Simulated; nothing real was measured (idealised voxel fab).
Presented below is a process module, voxel quadruple lines.
Cross-section cut spans 220 nm and uses square cells 5 nm in size.
Cross-section, as written here: a square-cell grid given band by band from the top down, where a band holds one or more rows of cells.
Band: top and bottom heights (nm) first, top before bottom; then materials from left to right, widths in nm. "everywhere" marks a sole material filling the band edge to edge. "empty" denotes empty space.
Convention: height 0 is the level below which the wafer, as received, is all one material. The lowest band does not terminate at the bottom but continues downward, represented as "z 0 and below".
A two-number width, for instance "30..40", indicates that the width is equal to the first number in the top row of the band and to the second number in the bottom row, and that it changes by a constant amount per row of cells.
Step note "nothing was modified" = no cross-section cell changed.
Sealed cavities: empty space of 8 cells or more with no open way to the top, each as width x height at its distance from the left edge, in nm
The remark found on a step's line after its settings is issued by the simulator itself and pertains to that step.
overlay nm: for a step with a mask, the amount by which the mask lay right of where it was planned; a negative amount means left of it.

Process steps - plan
1,RECEIVE [material Si]
2,CONFORMAL_DEP [material SiO2] [thk nm 10]
3,DIRECTIONAL_DEP [material W] [thk nm 15]
4,DIRECTIONAL_DEP [material polySi] [thk nm 20]
5,DIRECTIONAL_DEP [material aC] [thk nm 25]
6,PATTERN [tone cover] [mask id MANDREL] [material resist] [width nm 25] [pitch nm 100] [thk nm 35] [overlay nm 0]
7,DIRECTIONAL_ETCH [etch materials aC] [depth nm 25]
8,STRIP [etch materials resist]
9,CONFORMAL_DEP [material SiO2] [thk nm 15]
10,DIRECTIONAL_ETCH [etch materials SiO2] [depth nm 15]
11,STRIP [etch materials aC]
12,DIRECTIONAL_ETCH [etch materials polySi] [depth nm 20]
13,STRIP [etch materials SiO2]
14,CONFORMAL_DEP [material SiCN] [thk nm 10]
15,DIRECTIONAL_ETCH [etch materials SiCN] [depth nm 10]
16,STRIP [etch materials polySi]
17,DIRECTIONAL_ETCH [etch materials W] [depth nm 15]
18,STRIP [etch materials SiCN]
19,FILL_DEP [material SiO2] [thk nm 5]
20,CMP [height nm 25]
The plan shows the width nm of step 6 as the first wafer had it; this setting differs between the wafers, which start out alike.

So this is the first of several wafers, cross-sectioned as it came to us, meaning it's at the end of step 1
> z 0 and below | Si everywhere
> Sealed cavities: none

Note: the following table is arranged by wafer, a row apiece. Each row reports the end-of-module state: per material, cells gained (+) or cells lost (-) compared with the wafer as received; closed voids follow
width nm 25 | +172 SiO2 | +48 W | Sealed cavities: none
width nm 30 | +172 SiO2 | +48 W | Sealed cavities: none
width nm 35 | +172 SiO2 | +48 W | Sealed cavities: none
width nm 40 | +172 SiO2 | +48 W | Sealed cavities: none
width nm 45 | +172 SiO2 | +48 W | Sealed cavities: none
width nm 50 | +172 SiO2 | +48 W | Sealed cavities: none
